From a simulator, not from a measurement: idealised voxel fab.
Herein follows the process module entitled voxel wiring stack.
For reference, the cross-section in this document is cut, with width 200 nm and square cells of 5 nm.
Cross-section format: a grid of square cells, given as bands from top to bottom; each band is one or more rows of cells.
Band: top and bottom heights (nm) first, top before bottom; then materials from left to right, widths in nm. "throughout" marks a sole material filling the band edge to edge. "air" denotes empty space.
Zero point of the height axis is 0; under it, received wafer = one material. Lowest band: continues down indefinitely, "0 and below".
Read "30..40" as a graded width: first number on top, second number at the bottom, same change between each pair of neighbouring rows.
Take "no alteration" at face value: in the step it is given for, the cross-section changed in none of its cells.
In "Voids lacking openings" the enclosed voids are listed, meaning empty spaces of 8 cells or larger without any opening to the top. The form is width x height at distance, distance from the left edge, units nm.
after a step's settings: what the simulator itself notes on the step
"overlay nm" on a masked step: distance the mask lay right of its planned place, negative for left.

[The planned process steps are enumerated hereunder]
step 1: RECEIVE [material Si]
step 2: CONFORMAL_DEP [material SiO2] [thk nm 10]
step 3: CONFORMAL_DEP [material SiN] [thk nm 5]
step 4: DIRECTIONAL_DEP [material SiO2] [thk nm 25]
step 5: MASKED_ETCH [tone open] [mask id METAL_1] [width nm 25] [pitch nm 55] [etch materials SiO2] [depth nm 25] [overlay nm 0]
step 6: MASKED_ETCH [tone open] [mask id METAL_1] [width nm 25] [pitch nm 55] [etch materials SiN] [depth nm 5] [overlay nm 0]
step 7: CONFORMAL_DEP [material TiN] [thk nm 5]
step 8: FILL_DEP [material W] [thk nm 5]
step 9: CMP [height nm 40]
step 10: EPI [material Ru] [thk nm 5]
step 11: FILL_DEP [material SiCN] [thk nm 5]
step 12: DIRECTIONAL_DEP [material lowk] [thk nm 25]
step 13: PATTERN [tone open] [mask id METAL_2] [material resist] [width nm 25] [pitch nm 55] [thk nm 15] [overlay nm 0]
step 14: DIRECTIONAL_ETCH [etch materials lowk] [depth nm 15]
step 15: STRIP [etch materials resist]
step 16: MASKED_ETCH [tone open] [mask id METAL_2_HOLES] [width nm 15] [pitch nm 55] [etch materials lowk] [depth nm 10] [overlay nm 0]
step 17: MASKED_ETCH [tone open] [mask id METAL_2_HOLES] [width nm 15] [pitch nm 55] [etch materials SiCN] [depth nm 5] [overlay nm 0]
step 18: CONFORMAL_DEP [material TiN] [thk nm 5]
step 19: FILL_DEP [material Cu] [thk nm 5]
step 20: CMP [height nm 75]
step 21: CONFORMAL_DEP [material SiN] [thk nm 5]
varied across the wafers: width nm of step 16. The plan shows the first wafer's value. All wafers start alike

[First of several wafers, received after step 1, in cross-section]
* 0 and below: Si throughout
* Voids lacking openings: none

[Wafer cross-section (first of several) - module end, post step 21 (last step)]
* 80 down to 75: SiN throughout
* 75 down to 65: lowk 60  TiN 5  Cu 15  TiN 5  lowk 30  TiN 5  Cu 15  TiN 5  lowk 60
* 65 down to 60: lowk 60  TiN 5  Cu 5  TiN 15  lowk 30  TiN 5  Cu 5  TiN 15  lowk 60
* 60 down to 50: lowk 60  TiN 5  Cu 5  TiN 5  lowk 40  TiN 5  Cu 5  TiN 5  lowk 70
* 50 down to 45: SiCN 60  TiN 15  SiCN 40  TiN 15  SiCN 70
* 45 down to 40: SiCN 55  Ru 35  SiCN 20  Ru 35  SiCN 55
* 40 down to 15: SiO2 60  TiN 5  W 15  TiN 5  SiO2 30  TiN 5  W 15  TiN 5  SiO2 60
* 15 down to 10: SiN 60  TiN 25  SiN 30  TiN 25  SiN 60
* 10 down to 0: SiO2 throughout
* 0 and below: Si throughout
* Voids lacking openings: none

[A cross-section through the last wafer at the close of the module]
* 80 down to 75: SiN throughout
* 75 down to 65: lowk 55  TiN 5..10  Cu 20..15  TiN 5  lowk 25  TiN 5..10  Cu 20..15  TiN 5  lowk 60
* 65 down to 55: lowk 60  TiN 5  Cu 15  TiN 5  lowk 30  TiN 5  Cu 15  TiN 5  lowk 60
* 55 down to 50: lowk 60  TiN 5  Cu 5  TiN 15  lowk 30  TiN 5  Cu 5  TiN 15  lowk 60
* 50 down to 45: SiCN 60  TiN 15  SiCN 40  TiN 15  SiCN 70
* 45 down to 40: SiCN 55  Ru 35  SiCN 20  Ru 35  SiCN 55
* 40 down to 15: SiO2 60  TiN 5  W 15  TiN 5  SiO2 30  TiN 5  W 15  TiN 5  SiO2 60
* 15 down to 10: SiN 60  TiN 25  SiN 30  TiN 25  SiN 60
* 10 down to 0: SiO2 throughout
* 0 and below: Si throughout
* Voids lacking openings: none

[Wafer rows, end of module: cells per material gained (+) or lost (-) since receipt; closed voids last]
width nm 15, +18 Cu, +14 Ru, +60 SiCN, +70 SiN, +230 SiO2, +60 TiN, +30 W, +158 lowk, Voids lacking openings: none
width nm 20, +22 Cu, +14 Ru, +60 SiCN, +70 SiN, +230 SiO2, +60 TiN, +30 W, +154 lowk, Voids lacking openings: none
width nm 25, +24 Cu, +14 Ru, +60 SiCN, +70 SiN, +230 SiO2, +62 TiN, +30 W, +150 lowk, Voids lacking openings: none
width nm 30, +28 Cu, +14 Ru, +60 SiCN, +70 SiN, +230 SiO2, +62 TiN, +30 W, +146 lowk, Voids lacking openings: none
